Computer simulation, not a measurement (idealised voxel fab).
A process module follows: voxel air gaps.
Section shown: cut. Width: 220 nm. Cell size: 5 nm, square.
This document writes a cross-section as a grid whose cells are square, and gives it as bands, listed from the top down; one or more rows of cells form a band. This entry defines a band. It first specifies the height of the band's top and the height of its bottom in nm, and then specifies the band's materials from left to right, stating each material with its width in nm. The word "edge to edge" identifies a single material that fills the band from edge to edge, while the word "air" identifies empty space. Height datum 0, below which the as-received substrate wafer is one material. Lowest band open at the bottom, running downward: "top 0, no bottom". Width "30->40": first value at the band's top row of cells, second value at its bottom row, equal change from row to row. No cell of the cross-section changed in a step that is given as "left unchanged". Any empty space of 8 cells or more lacking an open way to the top shows up in "Closed void catalog" as width x height at distance, distance from the left edge, in nm. On each step's line, the part that comes after the settings is the simulator's own comment on the step. overlay nm: how far to the right of its planned place the mask lay on this masked step (negative: to the left).
Planned process steps:
1: RECEIVE (material Si)
2: CONFORMAL_DEP (material SiO2; thk nm 10)
3: CONFORMAL_DEP (material SiN; thk nm 5)
4: DIRECTIONAL_DEP (material lowk; thk nm 35)
5: DIRECTIONAL_DEP (material aC; thk nm 15)
6: PATTERN (tone open; mask id LINES; material resist; width nm 25; pitch nm 50; thk nm 30; overlay nm 0)
7: DIRECTIONAL_ETCH (etch materials aC; depth nm 15)
8: STRIP (etch materials resist)
9: DIRECTIONAL_ETCH (etch materials lowk; depth nm 35)
10: STRIP (etch materials aC)
11: CONFORMAL_DEP (material TiN; thk nm 5)
12: FILL_DEP (material Ru; thk nm 5)
13: CMP (height nm 50)
14: EPI (material Ru; thk nm 10)
15: SELECTIVE_ETCH (etch materials lowk; depth nm 45)
16: CONFORMAL_DEP (material SiCN; thk nm 5)
Wafer as received: cross-section following step 1:
    top 0, no bottom: Si edge to edge
    Closed void catalog: none
Final wafer profile in cross-section after the module, from the same start and plan as above, with one mistake made during processing:
    top 65, bottom 60: 5 air  205 SiCN  10 air
    top 60, bottom 50: 5 air  5 SiCN  45 Ru  5 SiCN  45 Ru  5 SiCN  45 Ru  5 SiCN  45 Ru  5 SiCN  10 air
    top 50, bottom 45: 5 air  15 SiCN  5 TiN  15 Ru  5 TiN  25 SiCN  5 TiN  15 Ru  5 TiN  25 SiCN  5 TiN  15 Ru  5 TiN  25 SiCN  5 TiN  15 Ru  5 TiN  15 SiCN  10 air
    top 45, bottom 25: 15 air  5 SiCN  5 TiN  15 Ru  5 TiN  5 SiCN  15 air  5 SiCN  5 TiN  15 Ru  5 TiN  5 SiCN  15 air  5 SiCN  5 TiN  15 Ru  5 TiN  5 SiCN  15 air  5 SiCN  5 TiN  15 Ru  5 TiN  5 SiCN  20 air
    top 25, bottom 20: 20 SiCN  25 TiN  25 SiCN  25 TiN  25 SiCN  25 TiN  25 SiCN  25 TiN  25 SiCN
    top 20, bottom 15: SiN edge to edge
    top 15, bottom 0: SiO2 edge to edge
    top 0, no bottom: Si edge to edge
    Closed void catalog: 15 x 20 at 50; 15 x 20 at 100; 15 x 20 at 150
Processing error: off-plan run, step 2, actual operation and settings CONFORMAL_DEP (material SiO2; thk nm 15)
